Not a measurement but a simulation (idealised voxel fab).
The document below concerns the process module designated voxel wiring stack.
The figure presents cross-section cut, which has a width of 300 nm and is divided into square cells with an edge length of 5 nm.
Throughout this document, each cross-section is represented as a grid of square cells and is presented as a sequence of bands enumerated from the top downward, where a band comprises one or more rows of cells.
Band: top height; bottom height; in nm. Then, left to right: material with width in nm, for each material. "edge to edge": a single material spanning edge to edge. "blank": empty space.
The level at which height equals 0 is the one under which the wafer, as it arrives, is entirely one material. No lower edge exists for the bottom band, which continues downward and is notated as in "0 -> down".
A two-number width, for instance "30..40", indicates that the width is equal to the first number in the top row of the band and to the second number in the bottom row, and that it changes by a constant amount per row of cells.
"no modifications" means the step left every cell of the cross-section as it was.
Closed void list: empty space of 8 cells or more with no open way to the top, each as width x height at its distance from the left edge, in nm
Text after the settings on a step's line: the simulator's own remark on that step.
overlay nm: on a step with a mask, how far right of its planned place the mask lay; negative means left.
How should the pairs below be read? Each gives the cross-section before one process step and the cross-section after it, the latter drawn only to the lowest band that changed; the step that lies between them, with its settings, appears under the pair. Does a pair pick up where the pair above left off? Only where its entry headed "Before the step" says so, since pairs can come from different runs of this module on the same starting wafer.

Before the step
> 55 -> 50 | 115 nm TiN  5 nm blank  180 nm TiN
> 50 -> 40 | 110 nm lowk  5 nm TiN  5 nm blank  5 nm TiN  175 nm lowk
> 40 -> 35 | 110 nm SiCN  15 nm TiN  175 nm SiCN
> 35 -> 30 | 105 nm lowk  35 nm SiCN  20 nm lowk  35 nm SiCN  105 nm lowk
> 30 -> 20 | 105 nm lowk  5 nm SiCN  25 nm W  5 nm SiCN  20 nm lowk  5 nm SiCN  25 nm W  5 nm SiCN  105 nm lowk
> 20 -> 15 | 110 nm SiCN  25 nm W  30 nm SiCN  25 nm W  110 nm SiCN
> 15 -> 0 | SiO2 edge to edge
> 0 -> down | Si edge to edge
> Closed void list: none

Cross-Section Thereafter
> 60 -> 55 | Cu edge to edge
> 55 -> 50 | 115 nm TiN  5 nm Cu  180 nm TiN
> 50 -> 40 | 110 nm lowk  5 nm TiN  5 nm Cu  5 nm TiN  175 nm lowk
> For the remainder of the cross-section, below 40, there is no change.
> Closed void list: none
The transition between the preceding cross-sections is accomplished by FILL_DEP,material Cu,thk nm 5

Before the step: identical to the post-step cross-section of the immediately preceding pair.

Cross-Section Thereafter
> 50 -> 40 | 110 nm lowk  5 nm TiN  5 nm Cu  5 nm TiN  175 nm lowk
> For the remainder of the cross-section, below 40, there is no change.
> Closed void list: none
The transition between the preceding cross-sections is accomplished by CMP,height nm 50

Before the step: identical to the post-step cross-section of the immediately preceding pair.

Cross-Section Thereafter
> 55 -> 50 | SiCN edge to edge
> For the remainder of the cross-section, below 50, there is no change.
> Closed void list: none
The transition between the preceding cross-sections is accomplished by CONFORMAL_DEP,material SiCN,thk nm 5

Before the step: identical to the post-step cross-section of the immediately preceding pair.

Cross-Section Thereafter
> 70 -> 55 | lowk edge to edge
> For the remainder of the cross-section, below 55, there is no change.
> Closed void list: none
The transition between the preceding cross-sections is accomplished by DIRECTIONAL_DEP,material lowk,thk nm 15

Before the step: identical to the post-step cross-section of the immediately preceding pair.

Cross-Section Thereafter
> 70 -> 55 | 110 nm lowk  25 nm blank  30 nm lowk  25 nm blank  110 nm lowk
> For the remainder of the cross-section, below 55, there is no change.
> Closed void list: none
The transition between the preceding cross-sections is accomplished by MASKED_ETCH,tone open,mask id METAL_2,width nm 25,pitch nm 55,etch materials lowk,depth nm 15,overlay nm 0

Before the step: identical to the post-step cross-section of the immediately preceding pair.

Cross-Section Thereafter
> 70 -> 55 | 110 nm lowk  25 nm blank  30 nm lowk  25 nm blank  110 nm lowk
> 55 -> 50 | 110 nm SiCN  25 nm blank  30 nm SiCN  25 nm blank  110 nm SiCN
> For the remainder of the cross-section, below 50, there is no change.
> Closed void list: none
The transition between the preceding cross-sections is accomplished by MASKED_ETCH,tone open,mask id METAL_2,width nm 25,pitch nm 55,etch materials SiCN,depth nm 5,overlay nm 0

Before the step: identical to the post-step cross-section of the immediately preceding pair.

Cross-Section Thereafter
> 75 -> 70 | 115 nm TiN  15 nm blank  40 nm TiN  15 nm blank  115 nm TiN
> 70 -> 55 | 110 nm lowk  5 nm TiN  15 nm blank  5 nm TiN  30 nm lowk  5 nm TiN  15 nm blank  5 nm TiN  110 nm lowk
> 55 -> 50 | 110 nm SiCN  25 nm TiN  30 nm SiCN  25 nm TiN  110 nm SiCN
> For the remainder of the cross-section, below 50, there is no change.
> Closed void list: none
The transition between the preceding cross-sections is accomplished by CONFORMAL_DEP,material TiN,thk nm 5

Before the step: identical to the post-step cross-section of the immediately preceding pair.

Cross-Section Thereafter
> 80 -> 75 | Cu edge to edge
> 75 -> 70 | 115 nm TiN  15 nm Cu  40 nm TiN  15 nm Cu  115 nm TiN
> 70 -> 55 | 110 nm lowk  5 nm TiN  15 nm Cu  5 nm TiN  30 nm lowk  5 nm TiN  15 nm Cu  5 nm TiN  110 nm lowk
> For the remainder of the cross-section, below 55, there is no change.
> Closed void list: none
The transition between the preceding cross-sections is accomplished by FILL_DEP,material Cu,thk nm 5

Before the step: identical to the post-step cross-section of the immediately preceding pair.

Cross-Section Thereafter
> 70 -> 55 | 110 nm lowk  5 nm TiN  15 nm Cu  5 nm TiN  30 nm lowk  5 nm TiN  15 nm Cu  5 nm TiN  110 nm lowk
> For the remainder of the cross-section, below 55, there is no change.
> Closed void list: none
The transition between the preceding cross-sections is accomplished by CMP,height nm 70

Before the step: identical to the post-step cross-section of the immediately preceding pair.

Cross-Section Thereafter
> 75 -> 70 | SiCN edge to edge
> For the remainder of the cross-section, below 70, there is no change.
> Closed void list: none
The transition between the preceding cross-sections is accomplished by CONFORMAL_DEP,material SiCN,thk nm 5

Before the step: identical to the post-step cross-section of the immediately preceding pair.

Cross-Section Thereafter
> 90 -> 75 | lowk edge to edge
> For the remainder of the cross-section, below 75, there is no change.
> Closed void list: none
The transition between the preceding cross-sections is accomplished by DIRECTIONAL_DEP,material lowk,thk nm 15

Before the step: identical to the post-step cross-section of the immediately preceding pair.

Cross-Section Thereafter
> 105 -> 90 | 110 nm resist  15 nm blank  175 nm resist
> For the remainder of the cross-section, below 90, there is no change.
> Closed void list: none
The transition between the preceding cross-sections is accomplished by PATTERN,tone open,mask id PLUG_2,material resist,width nm 15,thk nm 15,overlay nm 0

Before the step: identical to the post-step cross-section of the immediately preceding pair.

Cross-Section Thereafter
> 105 -> 90 | 110 nm resist  15 nm blank  175 nm resist
> 90 -> 75 | 110 nm lowk  15 nm blank  175 nm lowk
> For the remainder of the cross-section, below 75, there is no change.
> Closed void list: none
The transition between the preceding cross-sections is accomplished by DIRECTIONAL_ETCH,etch materials lowk,depth nm 15

Before the step: identical to the post-step cross-section of the immediately preceding pair.

Cross-Section Thereafter
> 105 -> 90 | 110 nm resist  15 nm blank  175 nm resist
> 90 -> 75 | 110 nm lowk  15 nm blank  175 nm lowk
> 75 -> 70 | 110 nm SiCN  15 nm blank  175 nm SiCN
> For the remainder of the cross-section, below 70, there is no change.
> Closed void list: none
The transition between the preceding cross-sections is accomplished by DIRECTIONAL_ETCH,etch materials SiCN,depth nm 5

Before the step: identical to the post-step cross-section of the immediately preceding pair.

Cross-Section Thereafter
> 90 -> 75 | 110 nm lowk  15 nm blank  175 nm lowk
> For the remainder of the cross-section, below 75, there is no change.
> Closed void list: none
The transition between the preceding cross-sections is accomplished by STRIP,etch materials resist

Before the step: identical to the post-step cross-section of the immediately preceding pair.

Cross-Section Thereafter
> 95 -> 90 | 115 nm TiN  5 nm blank  180 nm TiN
> 90 -> 75 | 110 nm lowk  5 nm TiN  5 nm blank  5 nm TiN  175 nm lowk
> 75 -> 70 | 110 nm SiCN  15 nm TiN  175 nm SiCN
> For the remainder of the cross-section, below 70, there is no change.
> Closed void list: none
The transition between the preceding cross-sections is accomplished by CONFORMAL_DEP,material TiN,thk nm 5

Before the step: identical to the post-step cross-section of the immediately preceding pair.

Cross-Section Thereafter
> 100 -> 95 | Cu edge to edge
> 95 -> 90 | 115 nm TiN  5 nm Cu  180 nm TiN
> 90 -> 75 | 110 nm lowk  5 nm TiN  5 nm Cu  5 nm TiN  175 nm lowk
> For the remainder of the cross-section, below 75, there is no change.
> Closed void list: none
The transition between the preceding cross-sections is accomplished by FILL_DEP,material Cu,thk nm 5

Before the step: identical to the post-step cross-section of the immediately preceding pair.

Cross-Section Thereafter
> 90 -> 75 | 110 nm lowk  5 nm TiN  5 nm Cu  5 nm TiN  175 nm lowk
> For the remainder of the cross-section, below 75, there is no change.
> Closed void list: none
The transition between the preceding cross-sections is accomplished by CMP,height nm 90

Before the step: identical to the post-step cross-section of the immediately preceding pair.

Cross-Section Thereafter
> 95 -> 90 | TiN edge to edge
> For the remainder of the cross-section, below 90, there is no change.
> Closed void list: none
The transition between the preceding cross-sections is accomplished by DIRECTIONAL_DEP,material TiN,thk nm 5

Before the step: identical to the post-step cross-section of the immediately preceding pair.

Cross-Section Thereafter
> 115 -> 95 | Ru edge to edge
> For the remainder of the cross-section, below 95, there is no change.
> Closed void list: none
The transition between the preceding cross-sections is accomplished by DIRECTIONAL_DEP,material Ru,thk nm 20

Before the step: identical to the post-step cross-section of the immediately preceding pair.

Cross-Section Thereafter
> 115 -> 95 | 110 nm blank  25 nm Ru  30 nm blank  25 nm Ru  110 nm blank
> For the remainder of the cross-section, below 95, there is no change.
> Closed void list: none
The transition between the preceding cross-sections is accomplished by MASKED_ETCH,tone cover,mask id METAL_3,width nm 25,pitch nm 55,etch materials Ru,depth nm 20,overlay nm 0

Before the step: identical to the post-step cross-section of the immediately preceding pair.

Cross-Section Thereafter
> 115 -> 95 | 110 nm blank  25 nm Ru  30 nm blank  25 nm Ru  110 nm blank
> 95 -> 90 | 110 nm blank  25 nm TiN  30 nm blank  25 nm TiN  110 nm blank
> For the remainder of the cross-section, below 90, there is no change.
> Closed void list: none
The transition between the preceding cross-sections is accomplished by MASKED_ETCH,tone cover,mask id METAL_3,width nm 25,pitch nm 55,etch materials TiN,depth nm 5,overlay nm 0

Before the step: identical to the post-step cross-section of the immediately preceding pair.

Cross-Section Thereafter
> 120 -> 115 | 105 nm blank  35 nm SiCN  20 nm blank  35 nm SiCN  105 nm blank
> 115 -> 95 | 105 nm blank  5 nm SiCN  25 nm Ru  5 nm SiCN  20 nm blank  5 nm SiCN  25 nm Ru  5 nm SiCN  105 nm blank
> 95 -> 90 | 110 nm SiCN  25 nm TiN  30 nm SiCN  25 nm TiN  110 nm SiCN
> For the remainder of the cross-section, below 90, there is no change.
> Closed void list: none
The transition between the preceding cross-sections is accomplished by CONFORMAL_DEP,material SiCN,thk nm 5

Before the step: identical to the post-step cross-section of the immediately preceding pair.

Cross-Section Thereafter
> 125 -> 120 | SiO2 edge to edge
> 120 -> 115 | 105 nm SiO2  35 nm SiCN  20 nm SiO2  35 nm SiCN  105 nm SiO2
> 115 -> 95 | 105 nm SiO2  5 nm SiCN  25 nm Ru  5 nm SiCN  20 nm SiO2  5 nm SiCN  25 nm Ru  5 nm SiCN  105 nm SiO2
> For the remainder of the cross-section, below 95, there is no change.
> Closed void list: none
The transition between the preceding cross-sections is accomplished by FILL_DEP,material SiO2,thk nm 5

Before the step: identical to the post-step cross-section of the immediately preceding pair.

Cross-Section Thereafter
> 115 -> 95 | 105 nm SiO2  5 nm SiCN  25 nm Ru  5 nm SiCN  20 nm SiO2  5 nm SiCN  25 nm Ru  5 nm SiCN  105 nm SiO2
> For the remainder of the cross-section, below 95, there is no change.
> Closed void list: none
The transition between the preceding cross-sections is accomplished by CMP,height nm 115

Before the step: identical to the post-step cross-section of the immediately preceding pair.

Cross-Section Thereafter
> 120 -> 115 | SiCN edge to edge
> For the remainder of the cross-section, below 115, there is no change.
> Closed void list: none
The transition between the preceding cross-sections is accomplished by CONFORMAL_DEP,material SiCN,thk nm 5

Before the step: identical to the post-step cross-section of the immediately preceding pair.

Cross-Section Thereafter
> 150 -> 120 | lowk edge to edge
> For the remainder of the cross-section, below 120, there is no change.
> Closed void list: none
The transition between the preceding cross-sections is accomplished by DIRECTIONAL_DEP,material lowk,thk nm 30

Before the step: identical to the post-step cross-section of the immediately preceding pair.

Cross-Section Thereafter
> 170 -> 150 | 110 nm resist  15 nm blank  40 nm resist  15 nm blank  120 nm resist
> For the remainder of the cross-section, below 150, there is no change.
> Closed void list: none
The transition between the preceding cross-sections is accomplished by PATTERN,tone open,mask id METAL_4_HOLES,material resist,width nm 15,pitch nm 55,thk nm 20,overlay nm 0

Before the step: identical to the post-step cross-section of the immediately preceding pair.

Cross-Section Thereafter
> 170 -> 150 | 110 nm resist  15 nm blank  40 nm resist  15 nm blank  120 nm resist
> 150 -> 120 | 110 nm lowk  15 nm blank  40 nm lowk  15 nm blank  120 nm lowk
> For the remainder of the cross-section, below 120, there is no change.
> Closed void list: none
The transition between the preceding cross-sections is accomplished by DIRECTIONAL_ETCH,etch materials lowk,depth nm 30

Before the step: identical to the post-step cross-section of the immediately preceding pair.

Cross-Section Thereafter
> 150 -> 120 | 110 nm lowk  15 nm blank  40 nm lowk  15 nm blank  120 nm lowk
> For the remainder of the cross-section, below 120, there is no change.
> Closed void list: none
The transition between the preceding cross-sections is accomplished by STRIP,etch materials resist

Before the step: identical to the post-step cross-section of the immediately preceding pair.

Cross-Section Thereafter
> 165 -> 150 | 110 nm resist  25 nm blank  30 nm resist  25 nm blank  110 nm resist
> For the remainder of the cross-section, below 150, there is no change.
> Closed void list: none
The transition between the preceding cross-sections is accomplished by PATTERN,tone open,mask id METAL_4,material resist,width nm 25,pitch nm 55,thk nm 15,overlay nm 0

Before the step: identical to the post-step cross-section of the immediately preceding pair.

Cross-Section Thereafter
> 165 -> 150 | 110 nm resist  25 nm blank  30 nm resist  25 nm blank  110 nm resist
> 150 -> 135 | 110 nm lowk  25 nm blank  30 nm lowk  25 nm blank  110 nm lowk
> For the remainder of the cross-section, below 135, there is no change.
> Closed void list: none
The transition between the preceding cross-sections is accomplished by DIRECTIONAL_ETCH,etch materials lowk,depth nm 15

Before the step: identical to the post-step cross-section of the immediately preceding pair.

Cross-Section Thereafter
> 165 -> 150 | 110 nm resist  25 nm blank  30 nm resist  25 nm blank  110 nm resist
> 150 -> 135 | 110 nm lowk  25 nm blank  30 nm lowk  25 nm blank  110 nm lowk
> 135 -> 120 | 110 nm lowk  15 nm blank  40 nm lowk  15 nm blank  120 nm lowk
> 120 -> 115 | 110 nm SiCN  15 nm blank  40 nm SiCN  15 nm blank  120 nm SiCN
> For the remainder of the cross-section, below 115, there is no change.
> Closed void list: none
The transition between the preceding cross-sections is accomplished by DIRECTIONAL_ETCH,etch materials SiCN,depth nm 5

Before the step: identical to the post-step cross-section of the immediately preceding pair.

Cross-Section Thereafter
> 150 -> 135 | 110 nm lowk  25 nm blank  30 nm lowk  25 nm blank  110 nm lowk
> For the remainder of the cross-section, below 135, there is no change.
> Closed void list: none
The transition between the preceding cross-sections is accomplished by STRIP,etch materials resist

Before the step: identical to the post-step cross-section of the immediately preceding pair.

Cross-Section Thereafter
> 155 -> 150 | 115 nm TiN  15 nm blank  40 nm TiN  15 nm blank  115 nm TiN
> 150 -> 140 | 110 nm lowk  5 nm TiN  15 nm blank  5 nm TiN  30 nm lowk  5 nm TiN  15 nm blank  5 nm TiN  110 nm lowk
> 140 -> 135 | 110 nm lowk  5 nm TiN  5 nm blank  15 nm TiN  30 nm lowk  5 nm TiN  5 nm blank  15 nm TiN  110 nm lowk
> 135 -> 120 | 110 nm lowk  5 nm TiN  5 nm blank  5 nm TiN  40 nm lowk  5 nm TiN  5 nm blank  5 nm TiN  120 nm lowk
> 120 -> 115 | 110 nm SiCN  15 nm TiN  40 nm SiCN  15 nm TiN  120 nm SiCN
> For the remainder of the cross-section, below 115, there is no change.
> Closed void list: none
The transition between the preceding cross-sections is accomplished by CONFORMAL_DEP,material TiN,thk nm 5

Before the step: identical to the post-step cross-section of the immediately preceding pair.

Cross-Section Thereafter
> 165 -> 155 | Cu edge to edge
> 155 -> 150 | 115 nm TiN  15 nm Cu  40 nm TiN  15 nm Cu  115 nm TiN
> 150 -> 140 | 110 nm lowk  5 nm TiN  15 nm Cu  5 nm TiN  30 nm lowk  5 nm TiN  15 nm Cu  5 nm TiN  110 nm lowk
> 140 -> 135 | 110 nm lowk  5 nm TiN  5 nm Cu  15 nm TiN  30 nm lowk  5 nm TiN  5 nm Cu  15 nm TiN  110 nm lowk
> 135 -> 120 | 110 nm lowk  5 nm TiN  5 nm Cu  5 nm TiN  40 nm lowk  5 nm TiN  5 nm Cu  5 nm TiN  120 nm lowk
> For the remainder of the cross-section, below 120, there is no change.
> Closed void list: none
The transition between the preceding cross-sections is accomplished by FILL_DEP,material Cu,thk nm 10

Before the step: identical to the post-step cross-section of the immediately preceding pair.

Cross-Section Thereafter
> 150 -> 140 | 110 nm lowk  5 nm TiN  15 nm Cu  5 nm TiN  30 nm lowk  5 nm TiN  15 nm Cu  5 nm TiN  110 nm lowk
> For the remainder of the cross-section, below 140, there is no change.
> Closed void list: none
The transition between the preceding cross-sections is accomplished by CMP,height nm 150

Before the step: identical to the post-step cross-section of the immediately preceding pair.

Cross-Section Thereafter
> 155 -> 150 | SiN edge to edge
> For the remainder of the cross-section, below 150, there is no change.
> Closed void list: none
The transition between the preceding cross-sections is accomplished by CONFORMAL_DEP,material SiN,thk nm 5

Before the step
> 150 -> 120 | lowk edge to edge
> 120 -> 115 | SiCN edge to edge
> 115 -> 95 | 105 nm SiO2  5 nm SiCN  25 nm Ru  5 nm SiCN  20 nm SiO2  5 nm SiCN  25 nm Ru  5 nm SiCN  105 nm SiO2
> 95 -> 90 | 110 nm SiCN  25 nm TiN  30 nm SiCN  25 nm TiN  110 nm SiCN
> 90 -> 75 | 110 nm lowk  5 nm TiN  5 nm Cu  5 nm TiN  175 nm lowk
> 75 -> 70 | 110 nm SiCN  15 nm TiN  175 nm SiCN
> 70 -> 55 | 110 nm lowk  5 nm TiN  15 nm Cu  5 nm TiN  30 nm lowk  5 nm TiN  15 nm Cu  5 nm TiN  110 nm lowk
> 55 -> 50 | 110 nm SiCN  25 nm TiN  30 nm SiCN  25 nm TiN  110 nm SiCN
> 50 -> 40 | 110 nm lowk  5 nm TiN  5 nm Cu  5 nm TiN  175 nm lowk
> 40 -> 35 | 110 nm SiCN  15 nm TiN  175 nm SiCN
> 35 -> 20 | 105 nm lowk  5 nm SiCN  25 nm W  5 nm SiCN  20 nm lowk  5 nm SiCN  25 nm W  5 nm SiCN  105 nm lowk
> 20 -> 15 | 110 nm SiCN  25 nm TiN  30 nm SiCN  25 nm TiN  110 nm SiCN
> 15 -> 0 | SiO2 edge to edge
> 0 -> down | Si edge to edge
> Closed void list: none

Cross-Section Thereafter
> 180 -> 120 | lowk edge to edge
> For the remainder of the cross-section, below 120, there is no change.
> Closed void list: none
The transition between the preceding cross-sections is accomplished by DIRECTIONAL_DEP,material lowk,thk nm 30

Before the step: identical to the post-step cross-section of the immediately preceding pair.

Cross-Section Thereafter
> 200 -> 180 | 110 nm resist  15 nm blank  40 nm resist  15 nm blank  120 nm resist
> For the remainder of the cross-section, below 180, there is no change.
> Closed void list: none
The transition between the preceding cross-sections is accomplished by PATTERN,tone open,mask id METAL_4_HOLES,material resist,width nm 15,pitch nm 55,thk nm 20,overlay nm 0

Before the step: identical to the post-step cross-section of the immediately preceding pair.

Cross-Section Thereafter
> 200 -> 180 | 110 nm resist  15 nm blank  40 nm resist  15 nm blank  120 nm resist
> 180 -> 150 | 110 nm lowk  15 nm blank  40 nm lowk  15 nm blank  120 nm lowk
> For the remainder of the cross-section, below 150, there is no change.
> Closed void list: none
The transition between the preceding cross-sections is accomplished by DIRECTIONAL_ETCH,etch materials lowk,depth nm 30

Before the step: identical to the post-step cross-section of the immediately preceding pair.

Cross-Section Thereafter
> 180 -> 150 | 110 nm lowk  15 nm blank  40 nm lowk  15 nm blank  120 nm lowk
> For the remainder of the cross-section, below 150, there is no change.
> Closed void list: none
The transition between the preceding cross-sections is accomplished by STRIP,etch materials resist

Before the step: identical to the post-step cross-section of the immediately preceding pair.

Cross-Section Thereafter
> 195 -> 180 | 110 nm resist  25 nm blank  30 nm resist  25 nm blank  110 nm resist
> For the remainder of the cross-section, below 180, there is no change.
> Closed void list: none
The transition between the preceding cross-sections is accomplished by PATTERN,tone open,mask id METAL_4,material resist,width nm 25,pitch nm 55,thk nm 15,overlay nm 0

Before the step: identical to the post-step cross-section of the immediately preceding pair.

Cross-Section Thereafter
> 195 -> 180 | 110 nm resist  25 nm blank  30 nm resist  25 nm blank  110 nm resist
> 180 -> 165 | 110 nm lowk  25 nm blank  30 nm lowk  25 nm blank  110 nm lowk
> 165 -> 135 | 110 nm lowk  15 nm blank  40 nm lowk  15 nm blank  120 nm lowk
> For the remainder of the cross-section, below 135, there is no change.
> Closed void list: none
The transition between the preceding cross-sections is accomplished by DIRECTIONAL_ETCH,etch materials lowk,depth nm 15

Before the step: identical to the post-step cross-section of the immediately preceding pair.

Cross-Section Thereafter
> 180 -> 165 | 110 nm lowk  25 nm blank  30 nm lowk  25 nm blank  110 nm lowk
> For the remainder of the cross-section, below 165, there is no change.
> Closed void list: none
The transition between the preceding cross-sections is accomplished by STRIP,etch materials resist

Before the step: identical to the post-step cross-section of the immediately preceding pair.

Cross-Section Thereafter
> 185 -> 180 | 115 nm TiN  15 nm blank  40 nm TiN  15 nm blank  115 nm TiN
> 180 -> 170 | 110 nm lowk  5 nm TiN  15 nm blank  5 nm TiN  30 nm lowk  5 nm TiN  15 nm blank  5 nm TiN  110 nm lowk
> 170 -> 165 | 110 nm lowk  5 nm TiN  5 nm blank  15 nm TiN  30 nm lowk  5 nm TiN  5 nm blank  15 nm TiN  110 nm lowk
> 165 -> 140 | 110 nm lowk  5 nm TiN  5 nm blank  5 nm TiN  40 nm lowk  5 nm TiN  5 nm blank  5 nm TiN  120 nm lowk
> 140 -> 135 | 110 nm lowk  15 nm TiN  40 nm lowk  15 nm TiN  120 nm lowk
> For the remainder of the cross-section, below 135, there is no change.
> Closed void list: none
The transition between the preceding cross-sections is accomplished by CONFORMAL_DEP,material TiN,thk nm 5

Before the step: identical to the post-step cross-section of the immediately preceding pair.

Cross-Section Thereafter
> 195 -> 185 | Cu edge to edge
> 185 -> 180 | 115 nm TiN  15 nm Cu  40 nm TiN  15 nm Cu  115 nm TiN
> 180 -> 170 | 110 nm lowk  5 nm TiN  15 nm Cu  5 nm TiN  30 nm lowk  5 nm TiN  15 nm Cu  5 nm TiN  110 nm lowk
> 170 -> 165 | 110 nm lowk  5 nm TiN  5 nm Cu  15 nm TiN  30 nm lowk  5 nm TiN  5 nm Cu  15 nm TiN  110 nm lowk
> 165 -> 140 | 110 nm lowk  5 nm TiN  5 nm Cu  5 nm TiN  40 nm lowk  5 nm TiN  5 nm Cu  5 nm TiN  120 nm lowk
> For the remainder of the cross-section, below 140, there is no change.
> Closed void list: none
The transition between the preceding cross-sections is accomplished by FILL_DEP,material Cu,thk nm 10

Before the step: identical to the post-step cross-section of the immediately preceding pair.

Cross-Section Thereafter
> 150 -> 140 | 110 nm lowk  5 nm TiN  5 nm Cu  5 nm TiN  40 nm lowk  5 nm TiN  5 nm Cu  5 nm TiN  120 nm lowk
> For the remainder of the cross-section, below 140, there is no change.
> Closed void list: none
The transition between the preceding cross-sections is accomplished by CMP,height nm 150

Before the step: identical to the post-step cross-section of the immediately preceding pair.

Cross-Section Thereafter
> 155 -> 150 | SiN edge to edge
> For the remainder of the cross-section, below 150, there is no change.
> Closed void list: none
The transition between the preceding cross-sections is accomplished by CONFORMAL_DEP,material SiN,thk nm 5

Before the step
> 115 -> 95 | 105 nm SiO2  5 nm SiCN  25 nm Ru  5 nm SiCN  20 nm SiO2  5 nm SiCN  25 nm Ru  5 nm SiCN  105 nm SiO2
> 95 -> 90 | 110 nm SiCN  25 nm TiN  30 nm SiCN  25 nm TiN  110 nm SiCN
> 90 -> 75 | 110 nm lowk  5 nm TiN  5 nm Cu  5 nm TiN  175 nm lowk
> 75 -> 70 | 110 nm SiCN  15 nm TiN  175 nm SiCN
> 70 -> 55 | 110 nm lowk  5 nm TiN  15 nm Cu  5 nm TiN  30 nm lowk  5 nm TiN  15 nm Cu  5 nm TiN  110 nm lowk
> 55 -> 50 | 110 nm SiCN  25 nm TiN  30 nm SiCN  25 nm TiN  110 nm SiCN
> 50 -> 40 | 110 nm lowk  5 nm TiN  5 nm Cu  5 nm TiN  175 nm lowk
> 40 -> 35 | 110 nm SiCN  15 nm TiN  175 nm SiCN
> 35 -> 20 | 105 nm lowk  5 nm SiCN  25 nm W  5 nm SiCN  20 nm lowk  5 nm SiCN  25 nm W  5 nm SiCN  105 nm lowk
> 20 -> 15 | 110 nm SiCN  25 nm TiN  30 nm SiCN  25 nm TiN  110 nm SiCN
> 15 -> 0 | SiO2 edge to edge
> 0 -> down | Si edge to edge
> Closed void list: none

Cross-Section Thereafter
> 145 -> 115 | lowk edge to edge
> For the remainder of the cross-section, below 115, there is no change.
> Closed void list: none
The transition between the preceding cross-sections is accomplished by DIRECTIONAL_DEP,material lowk,thk nm 30

Before the step: identical to the post-step cross-section of the immediately preceding pair.

Cross-Section Thereafter
> 150 -> 145 | SiCN edge to edge
> For the remainder of the cross-section, below 145, there is no change.
> Closed void list: none
The transition between the preceding cross-sections is accomplished by CONFORMAL_DEP,material SiCN,thk nm 5

Before the step: identical to the post-step cross-section of the immediately preceding pair.

Cross-Section Thereafter
> 170 -> 150 | 110 nm resist  15 nm blank  40 nm resist  15 nm blank  120 nm resist
> For the remainder of the cross-section, below 150, there is no change.
> Closed void list: none
The transition between the preceding cross-sections is accomplished by PATTERN,tone open,mask id METAL_4_HOLES,material resist,width nm 15,pitch nm 55,thk nm 20,overlay nm 0

Before the step: identical to the post-step cross-section of the immediately preceding pair.

Cross-Section Thereafter
> 150 -> 145 | SiCN edge to edge
> For the remainder of the cross-section, below 145, there is no change.
> Closed void list: none
The transition between the preceding cross-sections is accomplished by STRIP,etch materials resist

Before the step: identical to the post-step cross-section of the immediately preceding pair.

Cross-Section Thereafter
> 165 -> 150 | 110 nm resist  25 nm blank  30 nm resist  25 nm blank  110 nm resist
> For the remainder of the cross-section, below 150, there is no change.
> Closed void list: none
The transition between the preceding cross-sections is accomplished by PATTERN,tone open,mask id METAL_4,material resist,width nm 25,pitch nm 55,thk nm 15,overlay nm 0

Before the step: identical to the post-step cross-section of the immediately preceding pair.

Cross-Section Thereafter
> 165 -> 150 | 110 nm resist  25 nm blank  30 nm resist  25 nm blank  110 nm resist
> 150 -> 145 | 110 nm SiCN  25 nm blank  30 nm SiCN  25 nm blank  110 nm SiCN
> For the remainder of the cross-section, below 145, there is no change.
> Closed void list: none
The transition between the preceding cross-sections is accomplished by DIRECTIONAL_ETCH,etch materials SiCN,depth nm 5

Before the step: identical to the post-step cross-section of the immediately preceding pair.

Cross-Section Thereafter
> 150 -> 145 | 110 nm SiCN  25 nm blank  30 nm SiCN  25 nm blank  110 nm SiCN
> For the remainder of the cross-section, below 145, there is no change.
> Closed void list: none
The transition between the preceding cross-sections is accomplished by STRIP,etch materials resist

Before the step: identical to the post-step cross-section of the immediately preceding pair.

Cross-Section Thereafter
> 155 -> 150 | 115 nm TiN  15 nm blank  40 nm TiN  15 nm blank  115 nm TiN
> 150 -> 145 | 110 nm SiCN  25 nm TiN  30 nm SiCN  25 nm TiN  110 nm SiCN
> For the remainder of the cross-section, below 145, there is no change.
> Closed void list: none
The transition between the preceding cross-sections is accomplished by CONFORMAL_DEP,material TiN,thk nm 5

Before the step: identical to the post-step cross-section of the immediately preceding pair.

Cross-Section Thereafter
> 165 -> 155 | Cu edge to edge
> 155 -> 150 | 115 nm TiN  15 nm Cu  40 nm TiN  15 nm Cu  115 nm TiN
> For the remainder of the cross-section, below 150, there is no change.
> Closed void list: none
The transition between the preceding cross-sections is accomplished by FILL_DEP,material Cu,thk nm 10

Before the step: identical to the post-step cross-section of the immediately preceding pair.

Cross-Section Thereafter
> 150 -> 145 | 110 nm SiCN  25 nm TiN  30 nm SiCN  25 nm TiN  110 nm SiCN
> For the remainder of the cross-section, below 145, there is no change.
> Closed void list: none
The transition between the preceding cross-sections is accomplished by CMP,height nm 150

Before the step: identical to the post-step cross-section of the immediately preceding pair.

Cross-Section Thereafter
> 155 -> 150 | SiN edge to edge
> For the remainder of the cross-section, below 150, there is no change.
> Closed void list: none
The transition between the preceding cross-sections is accomplished by CONFORMAL_DEP,material SiN,thk nm 5

Before the step
> 50 -> 40 | 110 nm lowk  5 nm TiN  5 nm Cu  5 nm TiN  175 nm lowk
> 40 -> 35 | 110 nm SiCN  15 nm TiN  175 nm SiCN
> 35 -> 20 | 105 nm lowk  5 nm SiCN  25 nm W  5 nm SiCN  20 nm lowk  5 nm SiCN  25 nm W  5 nm SiCN  105 nm lowk
> 20 -> 15 | 110 nm SiCN  25 nm TiN  30 nm SiCN  25 nm TiN  110 nm SiCN
> 15 -> 0 | SiO2 edge to edge
> 0 -> down | Si edge to edge
> Closed void list: none

Cross-Section Thereafter
> 65 -> 50 | SiCN edge to edge
> For the remainder of the cross-section, below 50, there is no change.
> Closed void list: none
The transition between the preceding cross-sections is accomplished by CONFORMAL_DEP,material SiCN,thk nm 15

Before the step: identical to the post-step cross-section of the immediately preceding pair.

Cross-Section Thereafter
> 80 -> 65 | lowk edge to edge
> For the remainder of the cross-section, below 65, there is no change.
> Closed void list: none
The transition between the preceding cross-sections is accomplished by DIRECTIONAL_DEP,material lowk,thk nm 15

Before the step: identical to the post-step cross-section of the immediately preceding pair.

Cross-Section Thereafter
> 80 -> 65 | 110 nm lowk  25 nm blank  30 nm lowk  25 nm blank  110 nm lowk
> For the remainder of the cross-section, below 65, there is no change.
> Closed void list: none
The transition between the preceding cross-sections is accomplished by MASKED_ETCH,tone open,mask id METAL_2,width nm 25,pitch nm 55,etch materials lowk,depth nm 15,overlay nm 0
